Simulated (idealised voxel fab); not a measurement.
The following process module bears the name voxel self aligned vias.
Cross-sectional view cut (width: 280 nm; square cell size: 5 nm).
Just so we're on the same page, the cross-sections are grids of square cells, and they're listed out in bands top to bottom, each band one or more rows deep.
Within each band entry, the heights of the top and of the bottom of the band appear first, in that order and in nm; the materials of the band then follow from left to right, each with its corresponding width in nm. The designation "everywhere" on a single material indicates that it fills the band from edge to edge; the designation "air" indicates empty space.
Height 0 is the level under which the wafer as received is all one material. The lowest band goes on downwards, as in "from 0 down".
It should be noted that a width expressed as "30 to 40" varies in equal increments from row to row of cells within the band, taking the value of the first number at the top row and that of the second number at the bottom row.
It should be understood that the words "all unchanged", when stated for a given step, signify that the cross-section underwent no change in any of its cells during that step.
In "Closed void table" the enclosed voids are listed, meaning empty spaces of 8 cells or larger without any opening to the top. The form is width x height at distance, distance from the left edge, units nm.
That trailing text on a step's line, after the settings, is the simulator's own remark on the step.
overlay nm: mask offset rightward from planned place, masked step; negative means leftward offset.

### Intended process steps
1: RECEIVE, material Si
2: CONFORMAL_DEP, material SiO2, thk nm 10
3: CONFORMAL_DEP, material SiCN, thk nm 5
4: DIRECTIONAL_DEP, material SiO2, thk nm 30
5: MASKED_ETCH, tone open, mask id LINES, width nm 25, pitch nm 75, etch materials SiO2, depth nm 30, overlay nm 0
6: CONFORMAL_DEP, material TiN, thk nm 5
7: FILL_DEP, material W, thk nm 10
8: CMP, height nm 45
9: SELECTIVE_ETCH, etch materials W Ru TiN, depth nm 5
10: FILL_DEP, material SiN, thk nm 10
11: CMP, height nm 45
12: DIRECTIONAL_DEP, material SiO2, thk nm 15
13: PATTERN, tone open, mask id VIAS, material resist, width nm 35, thk nm 20, overlay nm 0
14: DIRECTIONAL_ETCH, etch materials SiO2, depth nm 15
15: DIRECTIONAL_ETCH, etch materials SiN, depth nm 5
16: STRIP, etch materials resist
17: CONFORMAL_DEP, material TiN, thk nm 5
18: FILL_DEP, material Cu, thk nm 10
19: CMP, height nm 60
20: CONFORMAL_DEP, material SiCN, thk nm 5
The width nm used in step 13 is not the same on every wafer, whereas the starting condition is; the value printed in the plan is the first wafer's.

### The as-received cross-section of the first of several wafers corresponds to the state after step 1
- from 0 down  Si everywhere
- Closed void table: none

### The following table contains a row per wafer, in which are reported, at the conclusion of the module, the cells of each material gained (+) or lost (-) since the wafer's receipt, with its closed voids given thereafter
width nm 35 | +13 Cu | +112 SiCN | +5 SiN | +535 SiO2 | +39 TiN | +24 W | Closed void table: none
width nm 40 | +15 Cu | +112 SiCN | +5 SiN | +532 SiO2 | +40 TiN | +24 W | Closed void table: none
width nm 45 | +17 Cu | +112 SiCN | +5 SiN | +529 SiO2 | +41 TiN | +24 W | Closed void table: none
width nm 50 | +19 Cu | +112 SiCN | +5 SiN | +526 SiO2 | +42 TiN | +24 W | Closed void table: none
width nm 55 | +21 Cu | +112 SiCN | +5 SiN | +523 SiO2 | +43 TiN | +24 W | Closed void table: none
width nm 60 | +23 Cu | +112 SiCN | +5 SiN | +520 SiO2 | +44 TiN | +24 W | Closed void table: none
